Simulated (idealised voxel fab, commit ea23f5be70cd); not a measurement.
Process module, titled voxel self aligned contacts
Displayed cross-section: cut, width of 210 nm, square cells sized 5 nm.
If you're reading a cross-section in this doc, picture square cells in a grid; it comes to you as bands, top ones listed first down to the bottom, and a band can be one or more rows of cells.
Each band's line starts with the height of the band's top and of its bottom, in nm. Then come its materials from left to right, each with its width in nm. One material with "edge to edge" fills the band from edge to edge. "blank" is empty space.
Heads up on the height convention: 0 is the point under which the incoming wafer is all one material, and the lowest band has no bottom, it just keeps going down, like "0 nm and below".
When a width is written as two numbers, as in "30 to 40", the first number is the width in the top row of cells of the band and the second is the width in its bottom row, and the width changes by the same amount from each row to the next.
Basically "left unchanged" means that step didn't change any cell in the cross-section.
The entry titled "Closed void register" provides the empty spaces that have no open way to the top, restricted to those of 8 cells or more. Each is presented as width x height at distance, the distance being measured from the left edge, with all three in nm.
Note: text after step settings on the step line = simulator remark on that step.
overlay nm: mask offset rightward from planned place, masked step; negative means leftward offset.
[Steps planned for the process]
1: RECEIVE | material Si
2: OXIDIZE | depth nm 5
3: DIRECTIONAL_DEP | material polySi | thk nm 30
4: DIRECTIONAL_DEP | material SiN | thk nm 15
5: DIRECTIONAL_DEP | material aC | thk nm 10
6: PATTERN | tone cover | mask id GATE | material resist | width nm 25 | pitch nm 55 | thk nm 25 | overlay nm 0
7: DIRECTIONAL_ETCH | etch materials aC | depth nm 10
8: STRIP | etch materials resist
9: DIRECTIONAL_ETCH | etch materials SiN | depth nm 15
10: DIRECTIONAL_ETCH | etch materials polySi | depth nm 30
11: STRIP | etch materials aC
12: CONFORMAL_DEP | material SiN | thk nm 5
13: DIRECTIONAL_ETCH | etch materials SiN | depth nm 5
14: FILL_DEP | material SiO2 | thk nm 15
15: CMP | height nm 55
16: PATTERN | tone open | mask id CONTACT | material resist | width nm 40 | pitch nm 55 | thk nm 20 | overlay nm 0
17: DIRECTIONAL_ETCH | etch materials SiO2 | depth nm 60
18: STRIP | etch materials resist
19: CONFORMAL_DEP | material TiN | thk nm 5
20: FILL_DEP | material Ru | thk nm 10
21: CMP | height nm 55
22: CONFORMAL_DEP | material SiN | thk nm 5
[First of the two wafers, run per plan]
[Cross-section: wafer on arrival = after step 1]
  0 nm and below = Si edge to edge
  Closed void register: none
[Cross-section through the wafer, step 2 finished]
  0 nm to -5 nm = SiO2 edge to edge
  Everything below -5 is unchanged.
[Cross-section through the wafer, step 3 finished]
  30 nm to 0 nm = polySi edge to edge
  Everything below 0 is unchanged.
[Cross-section through the wafer, step 4 finished]
  45 nm to 30 nm = SiN edge to edge
  Everything below 30 is unchanged.
[Cross-section through the wafer, step 5 finished]
  55 nm to 45 nm = aC edge to edge
  Everything below 45 is unchanged.
[Cross-section through the wafer, step 6 finished]
  80 nm to 55 nm = 35 blank  25 resist  30 blank  25 resist  30 blank  25 resist  40 blank
  Everything below 55 is unchanged.
[Cross-section through the wafer, step 7 finished]
  70 nm to 55 nm = 35 blank  25 resist  30 blank  25 resist  30 blank  25 resist  40 blank
  55 nm to 45 nm = 35 blank  25 aC  30 blank  25 aC  30 blank  25 aC  40 blank
  Everything below 45 is unchanged.
[Cross-section through the wafer, step 8 finished]
  55 nm to 45 nm = 35 blank  25 aC  30 blank  25 aC  30 blank  25 aC  40 blank
  Everything below 45 is unchanged.
[Cross-section through the wafer, step 9 finished]
  55 nm to 45 nm = 35 blank  25 aC  30 blank  25 aC  30 blank  25 aC  40 blank
  45 nm to 30 nm = 35 blank  25 SiN  30 blank  25 SiN  30 blank  25 SiN  40 blank
  Everything below 30 is unchanged.
[Cross-section through the wafer, step 10 finished]
  55 nm to 45 nm = 35 blank  25 aC  30 blank  25 aC  30 blank  25 aC  40 blank
  45 nm to 30 nm = 35 blank  25 SiN  30 blank  25 SiN  30 blank  25 SiN  40 blank
  30 nm to 0 nm = 35 blank  25 polySi  30 blank  25 polySi  30 blank  25 polySi  40 blank
  Everything below 0 is unchanged.
[Cross-section through the wafer, step 11 finished]
  45 nm to 30 nm = 35 blank  25 SiN  30 blank  25 SiN  30 blank  25 SiN  40 blank
  Everything below 30 is unchanged.
[Cross-section through the wafer, step 12 finished]
  50 nm to 30 nm = 30 blank  35 SiN  20 blank  35 SiN  20 blank  35 SiN  35 blank
  30 nm to 5 nm = 30 blank  5 SiN  25 polySi  5 SiN  20 blank  5 SiN  25 polySi  5 SiN  20 blank  5 SiN  25 polySi  5 SiN  35 blank
  5 nm to 0 nm = 35 SiN  25 polySi  30 SiN  25 polySi  30 SiN  25 polySi  40 SiN
  Everything below 0 is unchanged.
[Cross-section through the wafer, step 13 finished]
  45 nm to 30 nm = 30 blank  35 SiN  20 blank  35 SiN  20 blank  35 SiN  35 blank
  30 nm to 0 nm = 30 blank  5 SiN  25 polySi  5 SiN  20 blank  5 SiN  25 polySi  5 SiN  20 blank  5 SiN  25 polySi  5 SiN  35 blank
  Everything below 0 is unchanged.
[Cross-section through the wafer, step 14 finished]
  60 nm to 45 nm = SiO2 edge to edge
  45 nm to 30 nm = 30 SiO2  35 SiN  20 SiO2  35 SiN  20 SiO2  35 SiN  35 SiO2
  30 nm to 0 nm = 30 SiO2  5 SiN  25 polySi  5 SiN  20 SiO2  5 SiN  25 polySi  5 SiN  20 SiO2  5 SiN  25 polySi  5 SiN  35 SiO2
  Everything below 0 is unchanged.
[Cross-section through the wafer, step 15 finished]
  55 nm to 45 nm = SiO2 edge to edge
  Everything below 45 is unchanged.
[Cross-section through the wafer, step 16 finished]
  75 nm to 55 nm = 55 resist  40 blank  15 resist  40 blank  60 resist
  Everything below 55 is unchanged.
[Cross-section through the wafer, step 17 finished]
  75 nm to 55 nm = 55 resist  40 blank  15 resist  40 blank  60 resist
  55 nm to 45 nm = 55 SiO2  40 blank  15 SiO2  40 blank  60 SiO2
  45 nm to 30 nm = 30 SiO2  35 SiN  20 blank  35 SiN  20 blank  35 SiN  35 SiO2
  30 nm to 0 nm = 30 SiO2  5 SiN  25 polySi  5 SiN  20 blank  5 SiN  25 polySi  5 SiN  20 blank  5 SiN  25 polySi  5 SiN  35 SiO2
  0 nm to -5 nm = 65 SiO2  20 blank  35 SiO2  20 blank  70 SiO2
  Everything below -5 is unchanged.
[Cross-section through the wafer, step 18 finished]
  55 nm to 45 nm = 55 SiO2  40 blank  15 SiO2  40 blank  60 SiO2
  Everything below 45 is unchanged.
[Cross-section through the wafer, step 19 finished]
  60 nm to 55 nm = 60 TiN  30 blank  25 TiN  30 blank  65 TiN
  55 nm to 45 nm = 55 SiO2  5 to 15 TiN  30 to 10 blank  5 to 15 TiN  15 SiO2  5 to 15 TiN  30 to 10 blank  5 to 15 TiN  60 SiO2
  45 nm to 30 nm = 30 SiO2  35 SiN  5 TiN  10 blank  5 TiN  35 SiN  5 TiN  10 blank  5 TiN  35 SiN  35 SiO2
  30 nm to 0 nm = 30 SiO2  5 SiN  25 polySi  5 SiN  5 TiN  10 blank  5 TiN  5 SiN  25 polySi  5 SiN  5 TiN  10 blank  5 TiN  5 SiN  25 polySi  5 SiN  35 SiO2
  0 nm to -5 nm = 65 SiO2  20 TiN  35 SiO2  20 TiN  70 SiO2
  Everything below -5 is unchanged.
[Cross-section through the wafer, step 20 finished]
  70 nm to 60 nm = Ru edge to edge
  60 nm to 55 nm = 60 TiN  30 Ru  25 TiN  30 Ru  65 TiN
  55 nm to 45 nm = 55 SiO2  5 to 15 TiN  30 to 10 Ru  5 to 15 TiN  15 SiO2  5 to 15 TiN  30 to 10 Ru  5 to 15 TiN  60 SiO2
  45 nm to 30 nm = 30 SiO2  35 SiN  5 TiN  10 Ru  5 TiN  35 SiN  5 TiN  10 Ru  5 TiN  35 SiN  35 SiO2
  30 nm to 0 nm = 30 SiO2  5 SiN  25 polySi  5 SiN  5 TiN  10 Ru  5 TiN  5 SiN  25 polySi  5 SiN  5 TiN  10 Ru  5 TiN  5 SiN  25 polySi  5 SiN  35 SiO2
  Everything below 0 is unchanged.
[Cross-section through the wafer, step 21 finished]
  55 nm to 45 nm = 55 SiO2  5 to 15 TiN  30 to 10 Ru  5 to 15 TiN  15 SiO2  5 to 15 TiN  30 to 10 Ru  5 to 15 TiN  60 SiO2
  Everything below 45 is unchanged.
[Cross-section through the wafer, step 22 finished]
  60 nm to 55 nm = SiN edge to edge
  Everything below 55 is unchanged.
[Wafer two. Same start, same plan, one slip in execution. Same as wafer one through step 11, inclusive]
Second wafer cross-section, taken as of the time the plan sets for step 12 to be done: left unchanged
[Second wafer cross-section, taken as of the time the plan sets for step 13 to be done]
  40 nm to 30 nm = 35 blank  25 SiN  30 blank  25 SiN  30 blank  25 SiN  40 blank
  Everything below 30 is unchanged.
[Second wafer cross-section, taken as of the time the plan sets for step 14 to be done]
  55 nm to 40 nm = SiO2 edge to edge
  40 nm to 30 nm = 35 SiO2  25 SiN  30 SiO2  25 SiN  30 SiO2  25 SiN  40 SiO2
  30 nm to 0 nm = 35 SiO2  25 polySi  30 SiO2  25 polySi  30 SiO2  25 polySi  40 SiO2
  Everything below 0 is unchanged.
Second wafer cross-section, taken as of the time the plan sets for step 15 to be done: left unchanged
[Second wafer cross-section, taken as of the time the plan sets for step 16 to be done]
  75 nm to 55 nm = 55 resist  40 blank  15 resist  40 blank  60 resist
  Everything below 55 is unchanged.
[Second wafer cross-section, taken as of the time the plan sets for step 17 to be done]
  75 nm to 55 nm = 55 resist  40 blank  15 resist  40 blank  60 resist
  55 nm to 40 nm = 55 SiO2  40 blank  15 SiO2  40 blank  60 SiO2
  40 nm to 30 nm = 35 SiO2  25 SiN  30 blank  25 SiN  30 blank  25 SiN  40 SiO2
  30 nm to 0 nm = 35 SiO2  25 polySi  30 blank  25 polySi  30 blank  25 polySi  40 SiO2
  0 nm to -5 nm = 60 SiO2  30 blank  25 SiO2  30 blank  65 SiO2
  Everything below -5 is unchanged.
[Second wafer cross-section, taken as of the time the plan sets for step 18 to be done]
  55 nm to 40 nm = 55 SiO2  40 blank  15 SiO2  40 blank  60 SiO2
  Everything below 40 is unchanged.
[Second wafer cross-section, taken as of the time the plan sets for step 19 to be done]
  60 nm to 55 nm = 60 TiN  30 blank  25 TiN  30 blank  65 TiN
  55 nm to 45 nm = 55 SiO2  5 TiN  30 blank  5 TiN  15 SiO2  5 TiN  30 blank  5 TiN  60 SiO2
  45 nm to 40 nm = 55 SiO2  10 TiN  20 blank  10 TiN  15 SiO2  10 TiN  20 blank  10 TiN  60 SiO2
  40 nm to 30 nm = 35 SiO2  25 SiN  5 TiN  20 blank  5 TiN  25 SiN  5 TiN  20 blank  5 TiN  25 SiN  40 SiO2
  30 nm to 0 nm = 35 SiO2  25 polySi  5 TiN  20 blank  5 TiN  25 polySi  5 TiN  20 blank  5 TiN  25 polySi  40 SiO2
  0 nm to -5 nm = 60 SiO2  30 TiN  25 SiO2  30 TiN  65 SiO2
  Everything below -5 is unchanged.
[Second wafer cross-section, taken as of the time the plan sets for step 20 to be done]
  70 nm to 60 nm = Ru edge to edge
  60 nm to 55 nm = 60 TiN  30 Ru  25 TiN  30 Ru  65 TiN
  55 nm to 45 nm = 55 SiO2  5 TiN  30 Ru  5 TiN  15 SiO2  5 TiN  30 Ru  5 TiN  60 SiO2
  45 nm to 40 nm = 55 SiO2  10 TiN  20 Ru  10 TiN  15 SiO2  10 TiN  20 Ru  10 TiN  60 SiO2
  40 nm to 30 nm = 35 SiO2  25 SiN  5 TiN  20 Ru  5 TiN  25 SiN  5 TiN  20 Ru  5 TiN  25 SiN  40 SiO2
  30 nm to 0 nm = 35 SiO2  25 polySi  5 TiN  20 Ru  5 TiN  25 polySi  5 TiN  20 Ru  5 TiN  25 polySi  40 SiO2
  Everything below 0 is unchanged.
[Second wafer cross-section, taken as of the time the plan sets for step 21 to be done]
  55 nm to 45 nm = 55 SiO2  5 TiN  30 Ru  5 TiN  15 SiO2  5 TiN  30 Ru  5 TiN  60 SiO2
  Everything below 45 is unchanged.
[Second wafer cross-section, taken as of the time the plan sets for step 22 to be done]
  60 nm to 55 nm = SiN edge to edge
  Everything below 55 is unchanged.
Error vs. plan: step 12 in the plan did not get run; it was skipped
It is noted that, at the conclusion of processing, the second wafer exhibits a higher or lower cell count for certain materials relative to the first: Ru +44 | SiN -69 | SiO2 +25
